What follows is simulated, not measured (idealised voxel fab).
process module | voxel released beams
cross-section cut | 280 nm wide | cells 5 nm
A cross-section is a grid of square cells, given in bands from the top down. A band is one or more rows of cells.
Each band's line starts with the height of the band's top and of its bottom, in nm. Then come its materials from left to right, each with its width in nm. One material with "throughout" fills the band from edge to edge. "air" is empty space.
Height 0 is the level under which the wafer as received is all one material. The lowest band goes on downwards, as in "0 down".
A width such as "30 to 40" changes by the same amount from each row of cells to the next, from the band's top row to its bottom row.
"no change" after a step means that no cell of the cross-section changed.
closed voids: empty space of 8 cells or more with no open way to the top, each as width x height at its distance from the left edge, in nm
after a step's settings: what the simulator itself notes on the step
overlay nm, on a step with a mask: how far to the right of its planned place the mask lay; to the left if negative
plan
1 op RECEIVE | material Si
2 op CONFORMAL_DEP | material Al2O3 | thk nm 10
3 op DIRECTIONAL_DEP | material SiO2 | thk nm 15
4 op MASKED_ETCH | tone open | mask id ANCHOR | width nm 25 | etch materials SiO2 | depth nm 15 | overlay nm 0
5 op CONFORMAL_DEP | material W | thk nm 10
6 op DIRECTIONAL_DEP | material aC | thk nm 15
7 op PATTERN | tone cover | mask id BEAM | material resist | width nm 105 | thk nm 35 | overlay nm 0
8 op DIRECTIONAL_ETCH | etch materials aC | depth nm 15
9 op STRIP | etch materials resist
10 op DIRECTIONAL_ETCH | etch materials W | depth nm 10
11 op STRIP | etch materials aC
12 op STRIP | etch materials SiO2
first wafer, as planned
as received, after step 1
  0 down: Si throughout
  closed voids: none
after step 2
  10 to 0: Al2O3 throughout
  below 0: unchanged
after step 3
  25 to 10: SiO2 throughout
  below 10: unchanged
after step 4
  25 to 10: SiO2 90 | air 25 | SiO2 165
  below 10: unchanged
after step 5
  35 to 25: W 100 | air 5 | W 175
  25 to 20: SiO2 90 | W 10 | air 5 | W 10 | SiO2 165
  20 to 10: SiO2 90 | W 25 | SiO2 165
  below 10: unchanged
after step 6
  50 to 35: aC 100 | air 5 | aC 175
  35 to 25: W 100 | aC 5 | W 175
  25 to 20: SiO2 90 | W 10 | aC 5 | W 10 | SiO2 165
  below 20: unchanged
after step 7
  85 to 50: air 85 | resist 105 | air 90
  50 to 35: aC 100 | resist 5 | aC 175
  below 35: unchanged
after step 8
  70 to 50: air 85 | resist 105 | air 90
  50 to 35: air 85 | aC 15 | resist 5 | aC 85 | air 90
  below 35: unchanged
after step 9
  50 to 35: air 85 | aC 15 | air 5 | aC 85 | air 90
  below 35: unchanged
after step 10
  50 to 35: air 85 | aC 15 | air 5 | aC 85 | air 90
  35 to 25: air 85 | W 15 | aC 5 | W 85 | air 90
  below 25: unchanged
after step 11
  35 to 25: air 85 | W 15 | air 5 | W 85 | air 90
  25 to 20: SiO2 90 | W 10 | air 5 | W 10 | SiO2 165
  below 20: unchanged
after step 12
  35 to 25: air 85 | W 15 | air 5 | W 85 | air 90
  25 to 20: air 90 | W 10 | air 5 | W 10 | air 165
  20 to 10: air 90 | W 25 | air 165
  below 10: unchanged
second wafer: like start, like plan, one mistake. Through step 3 it matches the first wafer
when step 4 should have ended
  25 to 10: SiO2 100 | air 25 | SiO2 155
  below 10: unchanged
when step 5 should have ended
  35 to 25: W 110 | air 5 | W 165
  25 to 20: SiO2 100 | W 10 | air 5 | W 10 | SiO2 155
  20 to 10: SiO2 100 | W 25 | SiO2 155
  below 10: unchanged
when step 6 should have ended
  50 to 35: aC 110 | air 5 | aC 165
  35 to 25: W 110 | aC 5 | W 165
  25 to 20: SiO2 100 | W 10 | aC 5 | W 10 | SiO2 155
  below 20: unchanged
when step 7 should have ended
  85 to 50: air 85 | resist 105 | air 90
  50 to 35: aC 110 | resist 5 | aC 165
  below 35: unchanged
when step 8 should have ended
  70 to 50: air 85 | resist 105 | air 90
  50 to 35: air 85 | aC 25 | resist 5 | aC 75 | air 90
  below 35: unchanged
when step 9 should have ended
  50 to 35: air 85 | aC 25 | air 5 | aC 75 | air 90
  below 35: unchanged
when step 10 should have ended
  50 to 35: air 85 | aC 25 | air 5 | aC 75 | air 90
  35 to 25: air 85 | W 25 | aC 5 | W 75 | air 90
  below 25: unchanged
when step 11 should have ended
  35 to 25: air 85 | W 25 | air 5 | W 75 | air 90
  25 to 20: SiO2 100 | W 10 | air 5 | W 10 | SiO2 155
  below 20: unchanged
when step 12 should have ended
  35 to 25: air 85 | W 25 | air 5 | W 75 | air 90
  25 to 20: air 100 | W 10 | air 5 | W 10 | air 155
  20 to 10: air 100 | W 25 | air 155
  below 10: unchanged
what went wrong: step 4 ran as: op MASKED_ETCH | tone open | mask id ANCHOR | width nm 25 | etch materials SiO2 | depth nm 15 | overlay nm 10
at the end the second wafer has, in cells: as many of each material as the first, in other places
